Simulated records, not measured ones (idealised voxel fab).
process module | voxel transistor to metal
cross-section cut | 260 nm wide | cells 5 nm
A cross-section is a grid of square cells, given in bands from the top down. A band is one or more rows of cells.
Each band's line starts with the height of the band's top and of its bottom, in nm. Then come its materials from left to right, each with its width in nm. One material with "throughout" fills the band from edge to edge. "air" is empty space.
Height 0 is the level under which the wafer as received is all one material. The lowest band goes on downwards, as in "0 down".
A width such as "30 to 40" changes by the same amount from each row of cells to the next, from the band's top row to its bottom row.
"no change" after a step means that no cell of the cross-section changed.
closed voids: empty space of 8 cells or more with no open way to the top, each as width x height at its distance from the left edge, in nm
after a step's settings: what the simulator itself notes on the step
overlay nm, on a step with a mask: how far to the right of its planned place the mask lay; to the left if negative
plan
1 op RECEIVE | material Si
2 op OXIDIZE | depth nm 5
3 op CONFORMAL_DEP | material SiN | thk nm 15
4 op DIRECTIONAL_DEP | material aC | thk nm 10
5 op PATTERN | tone cover | mask id ACTIVE | material resist | width nm 100 | pitch nm 125 | thk nm 30 | overlay nm 0
6 op DIRECTIONAL_ETCH | etch materials aC | depth nm 10
7 op STRIP | etch materials resist
8 op DIRECTIONAL_ETCH | etch materials SiN | depth nm 15
9 op DIRECTIONAL_ETCH | etch materials SiO2 | depth nm 5
10 op DIRECTIONAL_ETCH | etch materials Si | depth nm 25
11 op STRIP | etch materials aC
12 op OXIDIZE | depth nm 5
13 op FILL_DEP | material SiO2 | thk nm 5
14 op CMP | height nm 15
15 op SELECTIVE_ETCH | etch materials SiO2 | depth nm 10
16 op STRIP | etch materials SiN
17 op SELECTIVE_ETCH | etch materials SiO2 | depth nm 5
18 op OXIDIZE | depth nm 5
19 op DIRECTIONAL_DEP | material polySi | thk nm 20
20 op DIRECTIONAL_DEP | material SiCN | thk nm 10
21 op DIRECTIONAL_DEP | material aC | thk nm 15
22 op PATTERN | tone cover | mask id GATE | material resist | width nm 20 | pitch nm 125 | thk nm 30 | overlay nm 0
23 op DIRECTIONAL_ETCH | etch materials aC | depth nm 15
24 op STRIP | etch materials resist
25 op DIRECTIONAL_ETCH | etch materials SiCN | depth nm 20
26 op DIRECTIONAL_ETCH | etch materials polySi | depth nm 30
27 op STRIP | etch materials aC
28 op CONFORMAL_DEP | material SiO2 | thk nm 5
29 op DIRECTIONAL_ETCH | etch materials SiO2 | depth nm 5
30 op CONFORMAL_DEP | material SiN | thk nm 5
31 op DIRECTIONAL_ETCH | etch materials SiN | depth nm 5
32 op DIRECTIONAL_ETCH | etch materials SiO2 | depth nm 5
33 op DIRECTIONAL_ETCH | etch materials Si | depth nm 15
34 op EPI | material nSi | thk nm 20
35 op FILL_DEP | material SiO2 | thk nm 10
36 op CMP | height nm 25
37 op DIRECTIONAL_DEP | material SiO2 | thk nm 10
38 op DIRECTIONAL_DEP | material aC | thk nm 10
39 op PATTERN | tone open | mask id CONTACT | material resist | width nm 20 | thk nm 30 | overlay nm 0
40 op DIRECTIONAL_ETCH | etch materials aC | depth nm 10
41 op STRIP | etch materials resist
42 op DIRECTIONAL_ETCH | etch materials SiO2 | depth nm 40
43 op STRIP | etch materials aC
44 op CONFORMAL_DEP | material TiN | thk nm 5
45 op FILL_DEP | material W | thk nm 5
46 op CMP | height nm 35
47 op DIRECTIONAL_DEP | material TiN | thk nm 5
48 op DIRECTIONAL_DEP | material W | thk nm 25
49 op MASKED_ETCH | tone cover | mask id METAL_1 | width nm 20 | etch materials W | depth nm 25 | overlay nm 0
50 op MASKED_ETCH | tone cover | mask id METAL_1 | width nm 20 | etch materials TiN | depth nm 5 | overlay nm 0
51 op FILL_DEP | material SiO2 | thk nm 10
52 op CMP | height nm 65
53 op CONFORMAL_DEP | material SiCN | thk nm 5
as received, after step 1
  0 down: Si throughout
  closed voids: none
a wafer at the end: this start, this plan, one mistake
  70 to 65: SiCN throughout
  65 to 40: SiO2 20 | W 20 | SiO2 50 | W 20 | SiO2 35 | W 20 | SiO2 50 | W 20 | SiO2 25
  40 to 35: SiO2 20 | TiN 20 | SiO2 50 | TiN 20 | SiO2 35 | TiN 20 | SiO2 50 | TiN 20 | SiO2 25
  35 to 25: SiO2 20 | TiN 5 | W 15 | TiN 5 | SiO2 45 | TiN 5 | W 15 | TiN 5 | SiO2 30 | TiN 5 | W 15 | TiN 5 | SiO2 45 | TiN 5 | W 15 | TiN 5 | SiO2 20
  25 to 15: SiO2 20 | TiN 5 | W 15 | TiN 5 | SiN 5 | SiO2 5 | SiCN 20 | SiO2 5 | SiN 5 | SiO2 5 | TiN 5 | W 15 | TiN 5 | SiO2 30 | TiN 5 | W 15 | TiN 5 | SiN 5 | SiO2 5 | SiCN 20 | SiO2 5 | SiN 5 | SiO2 5 | TiN 5 | W 15 | TiN 5 | SiO2 20
  15 to 10: SiO2 20 | TiN 25 | SiN 5 | SiO2 5 | polySi 20 | SiO2 5 | SiN 5 | SiO2 5 | TiN 25 | SiO2 30 | TiN 25 | SiN 5 | SiO2 5 | polySi 20 | SiO2 5 | SiN 5 | SiO2 5 | TiN 25 | SiO2 20
  10 to 0: SiO2 20 | TiN 5 | nSi 20 | SiN 5 | SiO2 5 | polySi 20 | SiO2 5 | SiN 5 | nSi 20 | TiN 10 | SiO2 30 | TiN 5 | nSi 20 | SiN 5 | SiO2 5 | polySi 20 | SiO2 5 | SiN 5 | nSi 20 | TiN 10 | SiO2 20
  0 to -5: SiO2 15 | SiN 5 | TiN 5 | nSi 20 | SiN 5 | SiO2 5 | polySi 20 | SiO2 5 | SiN 5 | nSi 20 | TiN 5 | SiN 5 | SiO2 25 | SiN 5 | TiN 5 | nSi 20 | SiN 5 | SiO2 5 | polySi 20 | SiO2 5 | SiN 5 | nSi 20 | TiN 5 | SiN 5 | SiO2 20
  -5 to -10: SiO2 20 | nSi 25 | SiO2 40 | nSi 25 | SiO2 35 | nSi 25 | SiO2 40 | nSi 25 | SiO2 25
  -10 to -25: SiO2 20 | nSi 25 | Si 40 | nSi 25 | SiO2 35 | nSi 25 | Si 40 | nSi 25 | SiO2 25
  -25 to -35: SiO2 20 | Si 90 | SiO2 35 | Si 90 | SiO2 25
  -35 down: Si throughout
  closed voids: none
what went wrong: step 39 ran as: op PATTERN | tone open | mask id CONTACT | material resist | width nm 25 | thk nm 30 | overlay nm 0
